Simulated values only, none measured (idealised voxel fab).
Module name: voxel trench capacitor (process module)
cross-section cut | 225 nm wide | cells 5 nm
Just so we're on the same page, the cross-sections are grids of square cells, and they're listed out in bands top to bottom, each band one or more rows deep.
First you get the band's top height and its bottom height, in nm, and then the materials it's made of, left to right, with each width in nm. If you see a single material with "throughout", that one covers the band edge to edge. "empty" is empty space.
For the purposes of this specification, 0 denotes the height below which the wafer in its as-received condition is composed wholly of one material, and the lowermost band, lacking a lower limit, extends downward without end, as expressed in "0..down".
You'd read "30 to 40" like this: the band's top row of cells is as wide as the first number, its bottom row is as wide as the second, and going down, every row changes width by the same amount as the row before did.
"stayed the same" after a step means that no cell of the cross-section changed.
Closed voids list: empty space of 8 cells or more with no open way to the top, each as width x height at its distance from the left edge, in nm
Past the settings on a step's line: simulator remark, on that step.
The setting "overlay nm" may be written on the line of a step. When the step uses a mask, the value reports how far to the right of the planned place the mask lay, and a negative value reports that it lay to the left.

Steps planned for the process
- 1: RECEIVE [material Si]
- 2: CONFORMAL_DEP [material SiN] [thk nm 10]
- 3: MASKED_ETCH [tone open] [mask id TRENCH] [width nm 15] [pitch nm 35] [etch materials SiN] [depth nm 10] [overlay nm 0]
- 4: MASKED_ETCH [tone open] [mask id TRENCH] [width nm 15] [pitch nm 35] [etch materials Si] [depth nm 40] [overlay nm -15]
- 5: CONFORMAL_DEP [material Al2O3] [thk nm 5]
- 6: FILL_DEP [material polySi] [thk nm 10]
- 7: CMP [height nm 10]
For this document, wafers share an identical start and vary in the step 4 overlay nm; the plan quotes the first wafer's value.

Cut through the first of several wafers as received, post step 1
> 0..down | Si throughout
> Closed voids list: none

First of several wafers: cross-section at the end of the module, after step 7, its last step
> 10..5 | SiN: 70 / Al2O3: 5 / polySi: 5 / Al2O3: 5 / SiN: 20 / Al2O3: 5 / polySi: 5 / Al2O3: 5 / SiN: 20 / Al2O3: 5 / polySi: 5 / Al2O3: 5 / SiN: 70
> 5..0 | SiN: 70 / Al2O3: 15 / SiN: 20 / Al2O3: 15 / SiN: 20 / Al2O3: 15 / SiN: 70
> 0..down | Si throughout
> Closed voids list: none

Last wafer of the set, cross-sectioned at end of module
> 10..5 | SiN: 70 / Al2O3: 5 / polySi: 5 / Al2O3: 5 / SiN: 20 / Al2O3: 5 / polySi: 5 / Al2O3: 5 / SiN: 20 / Al2O3: 5 / polySi: 5 / Al2O3: 5 / SiN: 70
> 5..0 | SiN: 70 / Al2O3: 15 / SiN: 20 / Al2O3: 15 / SiN: 20 / Al2O3: 15 / SiN: 70
> 0..down | Si throughout
> Closed voids list: none

Heads up, this table goes wafer by wafer. A row tells you, at the end of the module, how many cells of each material that wafer has put on (+) or dropped (-) since it was received, and then its closed voids
overlay nm -15 | +15 Al2O3 | +72 SiN | +3 polySi | Closed voids list: none
overlay nm -10 | +39 Al2O3 | -24 Si | +72 SiN | +3 polySi | Closed voids list: none
overlay nm -5 | +63 Al2O3 | -48 Si | +72 SiN | +3 polySi | Closed voids list: none
overlay nm 0 | +63 Al2O3 | -72 Si | +72 SiN | +27 polySi | Closed voids list: none
overlay nm 5 | +63 Al2O3 | -48 Si | +72 SiN | +3 polySi | Closed voids list: none
overlay nm 10 | +39 Al2O3 | -24 Si | +72 SiN | +3 polySi | Closed voids list: none
overlay nm 15 | +15 Al2O3 | +72 SiN | +3 polySi | Closed voids list: none
